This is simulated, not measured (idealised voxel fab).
Process module heading - voxel self aligned contacts
Section shown: cut. Width: 255 nm. Cell size: 5 nm, square.
Think of the cross-section as a grid of square cells. We describe it in bands, top to bottom, and each band covers one or more rows of those cells.
The band entry comprises the height of the band's top followed by the height of its bottom, expressed in nm, and subsequently the band's materials from left to right, each stated together with its width in nm. Where a single material is marked with the word "all across", that material fills the band from edge to edge. The word "blank" represents empty space.
Heights are reckoned from 0. Under this level, the received wafer is all of one material. The bottommost band is open-ended downward, for example "from 0 down".
The expression "30->40" gives the width at the extremes of the band, the first number at its top row of cells and the second at its bottom row, with the width changing by equal amounts from each row to the next in between.
"no alteration" for a step: no cell of the cross-section changed in that step.
Closed-off voids of 8+ cells (no open route to the top) go in "Enclosed voids", written width x height at distance from the left edge, in nm.
Text after the settings on a step's line: the simulator's own remark on that step.
Each step line may optionally specify "overlay nm", which for a step with a mask gives the rightward distance between the mask's planned place and where it lay, a negative value indicating the leftward direction.

## Here's what the planned process steps look like
| 1 | RECEIVE with material Si |
| 2 | OXIDIZE with depth nm 5 |
| 3 | DIRECTIONAL_DEP with material polySi, thk nm 20 |
| 4 | DIRECTIONAL_DEP with material SiN, thk nm 20 |
| 5 | DIRECTIONAL_DEP with material aC, thk nm 10 |
| 6 | PATTERN with tone cover, mask id GATE, material resist, width nm 35, pitch nm 60, thk nm 30, overlay nm 0 |
| 7 | DIRECTIONAL_ETCH with etch materials aC, depth nm 10 |
| 8 | STRIP with etch materials resist |
| 9 | DIRECTIONAL_ETCH with etch materials SiN, depth nm 20 |
| 10 | DIRECTIONAL_ETCH with etch materials polySi, depth nm 20 |
| 11 | STRIP with etch materials aC |
| 12 | CONFORMAL_DEP with material SiN, thk nm 5 |
| 13 | DIRECTIONAL_ETCH with etch materials SiN, depth nm 5 |
| 14 | FILL_DEP with material SiO2, thk nm 15 |
| 15 | CMP with height nm 45 |
| 16 | DIRECTIONAL_DEP with material aC, thk nm 10 |
| 17 | PATTERN with tone open, mask id CONTACT, material resist, width nm 35, pitch nm 60, thk nm 25, overlay nm 0 |
| 18 | DIRECTIONAL_ETCH with etch materials aC, depth nm 10 |
| 19 | STRIP with etch materials resist |
| 20 | DIRECTIONAL_ETCH with etch materials SiO2, depth nm 50 |
| 21 | STRIP with etch materials aC |
| 22 | CONFORMAL_DEP with material TiN, thk nm 5 |
| 23 | FILL_DEP with material W, thk nm 10 |
| 24 | CMP with height nm 45 |
| 25 | CONFORMAL_DEP with material SiCN, thk nm 5 |

## first wafer, as planned

## Step 1 complete: cross-section of the wafer as received
  from 0 down | Si all across
  Enclosed voids: none

## Once step 2 is through, the wafer looks like this in cross-section
  from 0 to -5 | SiO2 all across
  For the remainder of the cross-section, below -5, there is no change.

## Once step 3 is through, the wafer looks like this in cross-section
  from 20 to 0 | polySi all across
  For the remainder of the cross-section, below 0, there is no change.

## Once step 4 is through, the wafer looks like this in cross-section
  from 40 to 20 | SiN all across
  For the remainder of the cross-section, below 20, there is no change.

## Once step 5 is through, the wafer looks like this in cross-section
  from 50 to 40 | aC all across
  For the remainder of the cross-section, below 40, there is no change.

## Once step 6 is through, the wafer looks like this in cross-section
  from 80 to 50 | blank 50 | resist 35 | blank 25 | resist 35 | blank 25 | resist 35 | blank 50
  For the remainder of the cross-section, below 50, there is no change.

## Once step 7 is through, the wafer looks like this in cross-section
  from 70 to 50 | blank 50 | resist 35 | blank 25 | resist 35 | blank 25 | resist 35 | blank 50
  from 50 to 40 | blank 50 | aC 35 | blank 25 | aC 35 | blank 25 | aC 35 | blank 50
  For the remainder of the cross-section, below 40, there is no change.

## Once step 8 is through, the wafer looks like this in cross-section
  from 50 to 40 | blank 50 | aC 35 | blank 25 | aC 35 | blank 25 | aC 35 | blank 50
  For the remainder of the cross-section, below 40, there is no change.

## Once step 9 is through, the wafer looks like this in cross-section
  from 50 to 40 | blank 50 | aC 35 | blank 25 | aC 35 | blank 25 | aC 35 | blank 50
  from 40 to 20 | blank 50 | SiN 35 | blank 25 | SiN 35 | blank 25 | SiN 35 | blank 50
  For the remainder of the cross-section, below 20, there is no change.

## Once step 10 is through, the wafer looks like this in cross-section
  from 50 to 40 | blank 50 | aC 35 | blank 25 | aC 35 | blank 25 | aC 35 | blank 50
  from 40 to 20 | blank 50 | SiN 35 | blank 25 | SiN 35 | blank 25 | SiN 35 | blank 50
  from 20 to 0 | blank 50 | polySi 35 | blank 25 | polySi 35 | blank 25 | polySi 35 | blank 50
  For the remainder of the cross-section, below 0, there is no change.

## Once step 11 is through, the wafer looks like this in cross-section
  from 40 to 20 | blank 50 | SiN 35 | blank 25 | SiN 35 | blank 25 | SiN 35 | blank 50
  For the remainder of the cross-section, below 20, there is no change.

## Once step 12 is through, the wafer looks like this in cross-section
  from 45 to 20 | blank 45 | SiN 45 | blank 15 | SiN 45 | blank 15 | SiN 45 | blank 45
  from 20 to 5 | blank 45 | SiN 5 | polySi 35 | SiN 5 | blank 15 | SiN 5 | polySi 35 | SiN 5 | blank 15 | SiN 5 | polySi 35 | SiN 5 | blank 45
  from 5 to 0 | SiN 50 | polySi 35 | SiN 25 | polySi 35 | SiN 25 | polySi 35 | SiN 50
  For the remainder of the cross-section, below 0, there is no change.

## Once step 13 is through, the wafer looks like this in cross-section
  from 40 to 20 | blank 45 | SiN 45 | blank 15 | SiN 45 | blank 15 | SiN 45 | blank 45
  from 20 to 0 | blank 45 | SiN 5 | polySi 35 | SiN 5 | blank 15 | SiN 5 | polySi 35 | SiN 5 | blank 15 | SiN 5 | polySi 35 | SiN 5 | blank 45
  For the remainder of the cross-section, below 0, there is no change.

## Once step 14 is through, the wafer looks like this in cross-section
  from 55 to 40 | SiO2 all across
  from 40 to 20 | SiO2 45 | SiN 45 | SiO2 15 | SiN 45 | SiO2 15 | SiN 45 | SiO2 45
  from 20 to 0 | SiO2 45 | SiN 5 | polySi 35 | SiN 5 | SiO2 15 | SiN 5 | polySi 35 | SiN 5 | SiO2 15 | SiN 5 | polySi 35 | SiN 5 | SiO2 45
  For the remainder of the cross-section, below 0, there is no change.

## Once step 15 is through, the wafer looks like this in cross-section
  from 45 to 40 | SiO2 all across
  For the remainder of the cross-section, below 40, there is no change.

## Once step 16 is through, the wafer looks like this in cross-section
  from 55 to 45 | aC all across
  For the remainder of the cross-section, below 45, there is no change.

## Once step 17 is through, the wafer looks like this in cross-section
  from 80 to 55 | resist 80 | blank 35 | resist 25 | blank 35 | resist 80
  For the remainder of the cross-section, below 55, there is no change.

## Once step 18 is through, the wafer looks like this in cross-section
  from 70 to 55 | resist 80 | blank 35 | resist 25 | blank 35 | resist 80
  from 55 to 45 | aC 80 | blank 35 | aC 25 | blank 35 | aC 80
  For the remainder of the cross-section, below 45, there is no change.

## Once step 19 is through, the wafer looks like this in cross-section
  from 55 to 45 | aC 80 | blank 35 | aC 25 | blank 35 | aC 80
  For the remainder of the cross-section, below 45, there is no change.

## Once step 20 is through, the wafer looks like this in cross-section
  from 55 to 45 | aC 80 | blank 35 | aC 25 | blank 35 | aC 80
  from 45 to 40 | SiO2 80 | blank 35 | SiO2 25 | blank 35 | SiO2 80
  from 40 to 20 | SiO2 45 | SiN 45 | blank 15 | SiN 45 | blank 15 | SiN 45 | SiO2 45
  from 20 to 0 | SiO2 45 | SiN 5 | polySi 35 | SiN 5 | blank 15 | SiN 5 | polySi 35 | SiN 5 | blank 15 | SiN 5 | polySi 35 | SiN 5 | SiO2 45
  from 0 to -5 | SiO2 90 | blank 15 | SiO2 45 | blank 15 | SiO2 90
  For the remainder of the cross-section, below -5, there is no change.

## Once step 21 is through, the wafer looks like this in cross-section
  from 45 to 40 | SiO2 80 | blank 35 | SiO2 25 | blank 35 | SiO2 80
  For the remainder of the cross-section, below 40, there is no change.

## Once step 22 is through, the wafer looks like this in cross-section
  from 50 to 45 | TiN 85 | blank 25 | TiN 35 | blank 25 | TiN 85
  from 45 to 40 | SiO2 80 | TiN 15 | blank 5 | TiN 15 | SiO2 25 | TiN 15 | blank 5 | TiN 15 | SiO2 80
  from 40 to 20 | SiO2 45 | SiN 45 | TiN 5 | blank 5 | TiN 5 | SiN 45 | TiN 5 | blank 5 | TiN 5 | SiN 45 | SiO2 45
  from 20 to 0 | SiO2 45 | SiN 5 | polySi 35 | SiN 5 | TiN 5 | blank 5 | TiN 5 | SiN 5 | polySi 35 | SiN 5 | TiN 5 | blank 5 | TiN 5 | SiN 5 | polySi 35 | SiN 5 | SiO2 45
  from 0 to -5 | SiO2 90 | TiN 15 | SiO2 45 | TiN 15 | SiO2 90
  For the remainder of the cross-section, below -5, there is no change.

## Once step 23 is through, the wafer looks like this in cross-section
  from 60 to 50 | W all across
  from 50 to 45 | TiN 85 | W 25 | TiN 35 | W 25 | TiN 85
  from 45 to 40 | SiO2 80 | TiN 15 | W 5 | TiN 15 | SiO2 25 | TiN 15 | W 5 | TiN 15 | SiO2 80
  from 40 to 20 | SiO2 45 | SiN 45 | TiN 5 | W 5 | TiN 5 | SiN 45 | TiN 5 | W 5 | TiN 5 | SiN 45 | SiO2 45
  from 20 to 0 | SiO2 45 | SiN 5 | polySi 35 | SiN 5 | TiN 5 | W 5 | TiN 5 | SiN 5 | polySi 35 | SiN 5 | TiN 5 | W 5 | TiN 5 | SiN 5 | polySi 35 | SiN 5 | SiO2 45
  For the remainder of the cross-section, below 0, there is no change.

## Once step 24 is through, the wafer looks like this in cross-section
  from 45 to 40 | SiO2 80 | TiN 15 | W 5 | TiN 15 | SiO2 25 | TiN 15 | W 5 | TiN 15 | SiO2 80
  For the remainder of the cross-section, below 40, there is no change.

## Once step 25 is through, the wafer looks like this in cross-section
  from 50 to 45 | SiCN all across
  For the remainder of the cross-section, below 45, there is no change.

## The Second Wafer: Common Origin and Plan, One Mistake in Execution, Identical to the First Through Step 16

## Cross-section, second wafer, at the end time the plan gives for step 17
  from 80 to 55 | blank 80 | resist 35 | blank 25 | resist 35 | blank 80
  For the remainder of the cross-section, below 55, there is no change.

## Cross-section, second wafer, at the end time the plan gives for step 18
  from 70 to 55 | blank 80 | resist 35 | blank 25 | resist 35 | blank 80
  from 55 to 45 | blank 80 | aC 35 | blank 25 | aC 35 | blank 80
  For the remainder of the cross-section, below 45, there is no change.

## Cross-section, second wafer, at the end time the plan gives for step 19
  from 55 to 45 | blank 80 | aC 35 | blank 25 | aC 35 | blank 80
  For the remainder of the cross-section, below 45, there is no change.

## Cross-section, second wafer, at the end time the plan gives for step 20
  from 55 to 45 | blank 80 | aC 35 | blank 25 | aC 35 | blank 80
  from 45 to 40 | blank 80 | SiO2 35 | blank 25 | SiO2 35 | blank 80
  from 40 to 20 | blank 45 | SiN 45 | SiO2 15 | SiN 45 | SiO2 15 | SiN 45 | blank 45
  from 20 to 0 | blank 45 | SiN 5 | polySi 35 | SiN 5 | SiO2 15 | SiN 5 | polySi 35 | SiN 5 | SiO2 15 | SiN 5 | polySi 35 | SiN 5 | blank 45
  from 0 to -5 | blank 45 | SiO2 165 | blank 45
  For the remainder of the cross-section, below -5, there is no change.

## Cross-section, second wafer, at the end time the plan gives for step 21
  from 45 to 40 | blank 80 | SiO2 35 | blank 25 | SiO2 35 | blank 80
  For the remainder of the cross-section, below 40, there is no change.

## Cross-section, second wafer, at the end time the plan gives for step 22
  from 50 to 45 | blank 75 | TiN 45 | blank 15 | TiN 45 | blank 75
  from 45 to 40 | blank 40 | TiN 40 | SiO2 35 | TiN 25 | SiO2 35 | TiN 40 | blank 40
  from 40 to 20 | blank 40 | TiN 5 | SiN 45 | SiO2 15 | SiN 45 | SiO2 15 | SiN 45 | TiN 5 | blank 40
  from 20 to 0 | blank 40 | TiN 5 | SiN 5 | polySi 35 | SiN 5 | SiO2 15 | SiN 5 | polySi 35 | SiN 5 | SiO2 15 | SiN 5 | polySi 35 | SiN 5 | TiN 5 | blank 40
  from 0 to -5 | TiN 45 | SiO2 165 | TiN 45
  For the remainder of the cross-section, below -5, there is no change.

## Cross-section, second wafer, at the end time the plan gives for step 23
  from 60 to 50 | W all across
  from 50 to 45 | W 75 | TiN 45 | W 15 | TiN 45 | W 75
  from 45 to 40 | W 40 | TiN 40 | SiO2 35 | TiN 25 | SiO2 35 | TiN 40 | W 40
  from 40 to 20 | W 40 | TiN 5 | SiN 45 | SiO2 15 | SiN 45 | SiO2 15 | SiN 45 | TiN 5 | W 40
  from 20 to 0 | W 40 | TiN 5 | SiN 5 | polySi 35 | SiN 5 | SiO2 15 | SiN 5 | polySi 35 | SiN 5 | SiO2 15 | SiN 5 | polySi 35 | SiN 5 | TiN 5 | W 40
  For the remainder of the cross-section, below 0, there is no change.

## Cross-section, second wafer, at the end time the plan gives for step 24
  from 45 to 40 | W 40 | TiN 40 | SiO2 35 | TiN 25 | SiO2 35 | TiN 40 | W 40
  For the remainder of the cross-section, below 40, there is no change.

## Cross-section, second wafer, at the end time the plan gives for step 25
  from 50 to 45 | SiCN all across
  For the remainder of the cross-section, below 45, there is no change.
Heads up, the wafer didn't run the way we planned it: step 17 did not happen as planned, as run it was PATTERN with tone cover, mask id CONTACT, material resist, width nm 35, pitch nm 60, thk nm 25, overlay nm 0
Count the cells at the end and the second wafer has more or fewer of some materials than the first: SiO2 -131 | TiN +5 | W +126
